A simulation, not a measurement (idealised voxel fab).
Process module in this document: voxel double patterning
Cross-sectional view cut (width: 290 nm; square cell size: 5 nm).
Cross-section spec: square-cell grid; bands listed top down; each band is one or more rows. First you get the band's top height and its bottom height, in nm, and then the materials it's made of, left to right, with each width in nm. If you see a single material with "throughout", that one covers the band edge to edge. "air" is empty space. Heads up on the height convention: 0 is the point under which the incoming wafer is all one material, and the lowest band has no bottom, it just keeps going down, like "0..down". Quick explanation for "30 to 40": the width changes in equal steps down the rows of cells, from the first number in the band's top row to the second number in its bottom row. A step reported as "no modifications" is a step in which no cell of the cross-section changed. The list in "Closed void list" covers empty spaces of 8 cells or more that cannot reach the top through any open way, and it gives each as width x height at distance; the distance is from the left edge, and width, height and distance are in nm. Formally, on a step line, whatever follows the settings is a remark that the simulator itself makes on the step. overlay nm: how far to the right of its planned place the mask lay on this masked step (negative: to the left).

Process steps (planned)
- 1: RECEIVE: material Si
- 2: CONFORMAL_DEP: material SiO2, thk nm 10
- 3: DIRECTIONAL_DEP: material TiN, thk nm 10
- 4: DIRECTIONAL_DEP: material SiN, thk nm 10
- 5: DIRECTIONAL_DEP: material aC, thk nm 15
- 6: PATTERN: tone open, mask id FIRST, material resist, width nm 15, pitch nm 50, thk nm 30, overlay nm 0
- 7: DIRECTIONAL_ETCH: etch materials aC, depth nm 15
- 8: STRIP: etch materials resist
- 9: DIRECTIONAL_ETCH: etch materials SiN, depth nm 10
- 10: STRIP: etch materials aC
- 11: PATTERN: tone open, mask id SECOND, material resist, width nm 15, thk nm 20, overlay nm 0
- 12: DIRECTIONAL_ETCH: etch materials SiN, depth nm 10
- 13: STRIP: etch materials resist
- 14: DIRECTIONAL_ETCH: etch materials TiN, depth nm 10
- 15: STRIP: etch materials SiN

Wafer, first of two, run as planned

Incoming wafer, cross-sectional view, post step 1
	0..down | Si throughout
	Closed void list: none

After step 2: wafer cross-section
	10..0 | SiO2 throughout
	Note: structure below 0 unchanged.

After step 3: wafer cross-section
	20..10 | TiN throughout
	Note: structure below 10 unchanged.

After step 4: wafer cross-section
	30..20 | SiN throughout
	Note: structure below 20 unchanged.

After step 5: wafer cross-section
	45..30 | aC throughout
	Note: structure below 30 unchanged.

After step 6: wafer cross-section
	75..45 | 110 resist; 15 air; 35 resist; 15 air; 115 resist
	Note: structure below 45 unchanged.

After step 7: wafer cross-section
	60..45 | 110 resist; 15 air; 35 resist; 15 air; 115 resist
	45..30 | 110 aC; 15 air; 35 aC; 15 air; 115 aC
	Note: structure below 30 unchanged.

After step 8: wafer cross-section
	45..30 | 110 aC; 15 air; 35 aC; 15 air; 115 aC
	Note: structure below 30 unchanged.

After step 9: wafer cross-section
	45..30 | 110 aC; 15 air; 35 aC; 15 air; 115 aC
	30..20 | 110 SiN; 15 air; 35 SiN; 15 air; 115 SiN
	Note: structure below 20 unchanged.

After step 10: wafer cross-section
	30..20 | 110 SiN; 15 air; 35 SiN; 15 air; 115 SiN
	Note: structure below 20 unchanged.

After step 11: wafer cross-section
	50..30 | 135 resist; 15 air; 140 resist
	30..20 | 110 SiN; 15 resist; 35 SiN; 15 resist; 115 SiN
	Note: structure below 20 unchanged.

After step 12: wafer cross-section
	50..30 | 135 resist; 15 air; 140 resist
	30..20 | 110 SiN; 15 resist; 10 SiN; 15 air; 10 SiN; 15 resist; 115 SiN
	Note: structure below 20 unchanged.

After step 13: wafer cross-section
	30..20 | 110 SiN; 15 air; 10 SiN; 15 air; 10 SiN; 15 air; 115 SiN
	Note: structure below 20 unchanged.

After step 14: wafer cross-section
	30..20 | 110 SiN; 15 air; 10 SiN; 15 air; 10 SiN; 15 air; 115 SiN
	20..10 | 110 TiN; 15 air; 10 TiN; 15 air; 10 TiN; 15 air; 115 TiN
	Note: structure below 10 unchanged.

After step 15: wafer cross-section
	20..10 | 110 TiN; 15 air; 10 TiN; 15 air; 10 TiN; 15 air; 115 TiN
	Note: structure below 10 unchanged.

The second wafer was prepared from the same starting point and under the same plan as the first; its processing contained one mistake, and it remains indistinguishable from the first wafer up to and including step 1

Second wafer: cross-section at the scheduled end of step 2
	10..0 | TiN throughout
	Note: structure below 0 unchanged.

Second wafer: cross-section at the scheduled end of step 3
	20..10 | SiO2 throughout
	Note: structure below 10 unchanged.

Second wafer: cross-section at the scheduled end of step 4
	30..20 | SiN throughout
	Note: structure below 20 unchanged.

Second wafer: cross-section at the scheduled end of step 5
	45..30 | aC throughout
	Note: structure below 30 unchanged.

Second wafer: cross-section at the scheduled end of step 6
	75..45 | 110 resist; 15 air; 35 resist; 15 air; 115 resist
	Note: structure below 45 unchanged.

Second wafer: cross-section at the scheduled end of step 7
	60..45 | 110 resist; 15 air; 35 resist; 15 air; 115 resist
	45..30 | 110 aC; 15 air; 35 aC; 15 air; 115 aC
	Note: structure below 30 unchanged.

Second wafer: cross-section at the scheduled end of step 8
	45..30 | 110 aC; 15 air; 35 aC; 15 air; 115 aC
	Note: structure below 30 unchanged.

Second wafer: cross-section at the scheduled end of step 9
	45..30 | 110 aC; 15 air; 35 aC; 15 air; 115 aC
	30..20 | 110 SiN; 15 air; 35 SiN; 15 air; 115 SiN
	Note: structure below 20 unchanged.

Second wafer: cross-section at the scheduled end of step 10
	30..20 | 110 SiN; 15 air; 35 SiN; 15 air; 115 SiN
	Note: structure below 20 unchanged.

Second wafer: cross-section at the scheduled end of step 11
	50..30 | 135 resist; 15 air; 140 resist
	30..20 | 110 SiN; 15 resist; 35 SiN; 15 resist; 115 SiN
	Note: structure below 20 unchanged.

Second wafer: cross-section at the scheduled end of step 12
	50..30 | 135 resist; 15 air; 140 resist
	30..20 | 110 SiN; 15 resist; 10 SiN; 15 air; 10 SiN; 15 resist; 115 SiN
	Note: structure below 20 unchanged.

Second wafer: cross-section at the scheduled end of step 13
	30..20 | 110 SiN; 15 air; 10 SiN; 15 air; 10 SiN; 15 air; 115 SiN
	Note: structure below 20 unchanged.

Second wafer: cross-section at the scheduled end of step 14: no modifications

Second wafer: cross-section at the scheduled end of step 15
	20..10 | SiO2 throughout
	Note: structure below 10 unchanged.
So what did we get wrong on this run? step 2 ran in the slot meant for step 3, and vice versa
Counted in cells at the end, the second wafer holds more or fewer of these materials than the first: 18 more of TiN
